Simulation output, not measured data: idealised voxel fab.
This section sets out a process module, namely voxel self aligned vias.
Pictured: cross-section cut, 230 nm wide, on a grid of 5 nm square cells.
Cross-section format: a grid of square cells, given as bands from top to bottom; each band is one or more rows of cells. The entry gives the band's vertical extent as a top height and a bottom height in nm, then its horizontal make-up as materials from left to right, each with a width in nm. "blank" stands for empty space; a single material marked "throughout" fills the band edge to edge. Height datum 0, below which the as-received substrate wafer is one material. Lowest band open at the bottom, running downward: "0 down". The width entry "30->40" should be interpreted row by row: the top row of cells in the band takes the first number, the bottom row takes the second number, and the change between adjacent rows is uniform throughout. Where a step carries "no change occurred", the cross-section came out of it unchanged, cell for cell. What "Tabulated closed voids" gives you is every empty space of 8 cells or more that is cut off from the top. Each appears as width x height at distance, with the distance taken from the left edge and width, height and distance all in nm. Read whatever lies past the settings on a step's line as the simulator's own remark about the step. What "overlay nm" on a step's line means: if the step has a mask, that mask lay this far to the right of its planned place, or, when the value is negative, to the left.
These are the steps we planned for the process
step 1: RECEIVE (material Si)
step 2: CONFORMAL_DEP (material SiO2; thk nm 10)
step 3: CONFORMAL_DEP (material SiCN; thk nm 5)
step 4: DIRECTIONAL_DEP (material SiO2; thk nm 25)
step 5: PATTERN (tone open; mask id LINES; material resist; width nm 20; pitch nm 55; thk nm 20; overlay nm 0)
step 6: DIRECTIONAL_ETCH (etch materials SiO2; depth nm 25)
step 7: STRIP (etch materials resist)
step 8: CONFORMAL_DEP (material TiN; thk nm 5)
step 9: FILL_DEP (material W; thk nm 5)
step 10: CMP (height nm 40)
step 11: SELECTIVE_ETCH (etch materials W Ru TiN; depth nm 10)
step 12: FILL_DEP (material SiN; thk nm 10)
step 13: CMP (height nm 40)
step 14: DIRECTIONAL_DEP (material SiO2; thk nm 20)
step 15: DIRECTIONAL_DEP (material aC; thk nm 15)
step 16: PATTERN (tone open; mask id VIAS; material resist; width nm 40; pitch nm 55; thk nm 30; overlay nm 0)
step 17: DIRECTIONAL_ETCH (etch materials aC; depth nm 15)
step 18: STRIP (etch materials resist)
step 19: DIRECTIONAL_ETCH (etch materials SiO2; depth nm 20)
step 20: DIRECTIONAL_ETCH (etch materials SiN; depth nm 10)
step 21: STRIP (etch materials aC)
step 22: CONFORMAL_DEP (material TiN; thk nm 5)
step 23: FILL_DEP (material Ru; thk nm 5)
step 24: CMP (height nm 60)
step 25: CONFORMAL_DEP (material SiCN; thk nm 5)
Wafer cross-section on receipt, i.e. after step 1
- 0 down  Si throughout
- Tabulated closed voids: none
Post-module cross-section of the first of two wafers (run per plan)
- 65 to 60  SiCN throughout
- 60 to 45  SiO2=65  TiN=5  Ru=30  TiN=5  SiO2=15  TiN=5  Ru=30  TiN=5  SiO2=70
- 45 to 35  SiO2=65->75  TiN=15->5  Ru=10  TiN=15->5  SiO2=15->35  TiN=15->5  Ru=10  TiN=15->5  SiO2=70->80
- 35 to 30  SiO2=75  TiN=20  SiO2=35  TiN=20  SiO2=80
- 30 to 20  SiO2=75  TiN=5  W=10  TiN=5  SiO2=35  TiN=5  W=10  TiN=5  SiO2=80
- 20 to 15  SiO2=75  TiN=20  SiO2=35  TiN=20  SiO2=80
- 15 to 10  SiCN throughout
- 10 to 0  SiO2 throughout
- 0 down  Si throughout
- Tabulated closed voids: none
Second wafer of the two, sectioned at the end of the module. It began like the first and followed the same plan, but one mistake was made while running it
- 65 to 60  SiCN throughout
- 60 to 45  SiO2=65  TiN=5  SiN=30  TiN=5  SiO2=15  TiN=5  SiN=30  TiN=5  SiO2=70
- 45 to 35  SiO2=65->75  TiN=15->5  SiN=10  TiN=15->5  SiO2=15->35  TiN=15->5  SiN=10  TiN=15->5  SiO2=70->80
- 35 to 30  SiO2=75  TiN=20  SiO2=35  TiN=20  SiO2=80
- 30 to 20  SiO2=75  TiN=5  W=10  TiN=5  SiO2=35  TiN=5  W=10  TiN=5  SiO2=80
- 20 to 15  SiO2=75  TiN=20  SiO2=35  TiN=20  SiO2=80
- 15 to 10  SiCN throughout
- 10 to 0  SiO2 throughout
- 0 down  Si throughout
- Tabulated closed voids: none
Error vs. plan: planned and actual differ for step 23; actual: FILL_DEP (material SiN; thk nm 5)
Wafer comparison, final, in cells, second relative to first, materials more or fewer: Ru: 44 fewer | SiN: 44 more
